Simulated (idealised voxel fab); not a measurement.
process module | voxel gate over fins
cross-section cut | 215 nm wide | cells 5 nm
A cross-section is a grid of square cells, given in bands from the top down. A band is one or more rows of cells.
Each band's line starts with the height of the band's top and of its bottom, in nm. Then come its materials from left to right, each with its width in nm. One material with "throughout" fills the band from edge to edge. "air" is empty space.
Height 0 is the level under which the wafer as received is all one material. The lowest band goes on downwards, as in "0 down".
A width such as "30 to 40" changes by the same amount from each row of cells to the next, from the band's top row to its bottom row.
"no change" after a step means that no cell of the cross-section changed.
closed voids: empty space of 8 cells or more with no open way to the top, each as width x height at its distance from the left edge, in nm
after a step's settings: what the simulator itself notes on the step
overlay nm, on a step with a mask: how far to the right of its planned place the mask lay; to the left if negative
plan
1 op RECEIVE | material Si
2 op CONFORMAL_DEP | material SiN | thk nm 10
3 op PATTERN | tone cover | mask id FINS | material resist | width nm 15 | pitch nm 40 | thk nm 15 | overlay nm 0
4 op DIRECTIONAL_ETCH | etch materials SiN | depth nm 10
5 op DIRECTIONAL_ETCH | etch materials Si | depth nm 40
6 op STRIP | etch materials resist
7 op FILL_DEP | material SiO2 | thk nm 15
8 op CMP | height nm 10
9 op SELECTIVE_ETCH | etch materials SiO2 | depth nm 20
10 op STRIP | etch materials SiN
11 op CONFORMAL_DEP | material HfO2 | thk nm 5
12 op CONFORMAL_DEP | material TiN | thk nm 5
13 op CONFORMAL_DEP | material TiAl | thk nm 5
14 op CONFORMAL_DEP | material TiN | thk nm 5
15 op FILL_DEP | material W | thk nm 15
16 op CMP | height nm 30
17 op CONFORMAL_DEP | material SiN | thk nm 10
as received, after step 1
  0 down: Si throughout
  closed voids: none
first wafer at the end, as planned
  40 to 30: SiN throughout
  30 to 20: W throughout
  20 to 15: W 20 | TiN 175 | W 20
  15 to 10: W 20 | TiN 5 | TiAl 165 | TiN 5 | W 20
  10 to 5: TiN 25 | TiAl 5 | TiN 35 | TiAl 5 | TiN 35 | TiAl 5 | TiN 35 | TiAl 5 | TiN 35 | TiAl 5 | TiN 25
  5 to 0: TiAl 30 | TiN 5 | HfO2 25 | TiN 5 | TiAl 5 | TiN 5 | HfO2 25 | TiN 5 | TiAl 5 | TiN 5 | HfO2 25 | TiN 5 | TiAl 5 | TiN 5 | HfO2 25 | TiN 5 | TiAl 30
  0 to -5: TiN 35 | HfO2 5 | Si 15 | HfO2 5 | TiN 15 | HfO2 5 | Si 15 | HfO2 5 | TiN 15 | HfO2 5 | Si 15 | HfO2 5 | TiN 15 | HfO2 5 | Si 15 | HfO2 5 | TiN 35
  -5 to -10: HfO2 40 | Si 15 | HfO2 25 | Si 15 | HfO2 25 | Si 15 | HfO2 25 | Si 15 | HfO2 40
  -10 to -40: SiO2 40 | Si 15 | SiO2 25 | Si 15 | SiO2 25 | Si 15 | SiO2 25 | Si 15 | SiO2 40
  -40 down: Si throughout
  closed voids: none
second wafer at the end: like start, like plan, one mistake
  40 to 30: SiN throughout
  30 to 20: W throughout
  20 to 15: W 30 | TiN 175 | W 10
  15 to 10: W 30 | TiN 5 | TiAl 165 | TiN 5 | W 10
  10 to 5: TiN 35 | TiAl 5 | TiN 35 | TiAl 5 | TiN 35 | TiAl 5 | TiN 35 | TiAl 5 | TiN 35 | TiAl 5 | TiN 15
  5 to 0: TiAl 40 | TiN 5 | HfO2 25 | TiN 5 | TiAl 5 | TiN 5 | HfO2 25 | TiN 5 | TiAl 5 | TiN 5 | HfO2 25 | TiN 5 | TiAl 5 | TiN 5 | HfO2 25 | TiN 5 | TiAl 20
  0 to -5: TiN 45 | HfO2 5 | Si 15 | HfO2 5 | TiN 15 | HfO2 5 | Si 15 | HfO2 5 | TiN 15 | HfO2 5 | Si 15 | HfO2 5 | TiN 15 | HfO2 5 | Si 15 | HfO2 5 | TiN 25
  -5 to -10: HfO2 50 | Si 15 | HfO2 25 | Si 15 | HfO2 25 | Si 15 | HfO2 25 | Si 15 | HfO2 30
  -10 to -40: SiO2 50 | Si 15 | SiO2 25 | Si 15 | SiO2 25 | Si 15 | SiO2 25 | Si 15 | SiO2 30
  -40 down: Si throughout
  closed voids: none
what went wrong: step 3 ran as: op PATTERN | tone cover | mask id FINS | material resist | width nm 15 | pitch nm 40 | thk nm 15 | overlay nm 10
at the end the second wafer has, in cells: as many of each material as the first, in other places
